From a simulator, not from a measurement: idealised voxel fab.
Process module heading - voxel tone inversion
cross-section cut | 300 nm wide | cells 5 nm
Just so we're on the same page, the cross-sections are grids of square cells, and they're listed out in bands top to bottom, each band one or more rows deep.
Within each band entry, the heights of the top and of the bottom of the band appear first, in that order and in nm; the materials of the band then follow from left to right, each with its corresponding width in nm. The designation "full width" on a single material indicates that it fills the band from edge to edge; the designation "air" indicates empty space.
The reference from which all heights are counted is 0, the level beneath which the as-received wafer is entirely one material; the lowest band, having no lower bound, proceeds downward and is written after the example "0 -> down".
So if you see something like "30..40" for the width, read it as the top row of the band sitting at the first number and the bottom row at the second, with every row in between moving by the same amount as the last.
It should be understood that the words "remained unchanged", when stated for a given step, signify that the cross-section underwent no change in any of its cells during that step.
The entry titled "Sealed-off cavities" provides the empty spaces that have no open way to the top, restricted to those of 8 cells or more. Each is presented as width x height at distance, the distance being measured from the left edge, with all three in nm.
On each step's line, the part that comes after the settings is the simulator's own comment on the step.
"overlay nm" answers the question of how far to the right of plan the mask lay on a step that has a mask, and when it is negative the answer is to the left.
Process steps foreseen in the plan
1 RECEIVE,material Si
2 CONFORMAL_DEP,material SiN,thk nm 5
3 DIRECTIONAL_DEP,material aC,thk nm 10
4 PATTERN,tone cover,mask id POSTS,material resist,width nm 25,pitch nm 45,thk nm 25,overlay nm 0
5 DIRECTIONAL_ETCH,etch materials aC,depth nm 20
6 STRIP,etch materials resist
7 FILL_DEP,material SiO2,thk nm 10
8 CMP,height nm 25
9 STRIP,etch materials aC
Same starting wafers, different thk nm at step 3. Plan value belongs to the first wafer.
Cross-section: the first of several wafers in its as-received state, i.e. following step 1
* 0 -> down = Si full width
* Sealed-off cavities: none
For your reference, the table is organized with a row per wafer; each row reflects the wafer at the end of the module, indicating for each material the cells gained (+) or lost (-) since receipt, and thereafter its closed voids
thk nm 10; +60 SiN; +200 SiO2; +40 aC; Sealed-off cavities: none
thk nm 15; +60 SiN; +180 SiO2; +60 aC; Sealed-off cavities: none
thk nm 20; +60 SiN; +160 SiO2; Sealed-off cavities: none
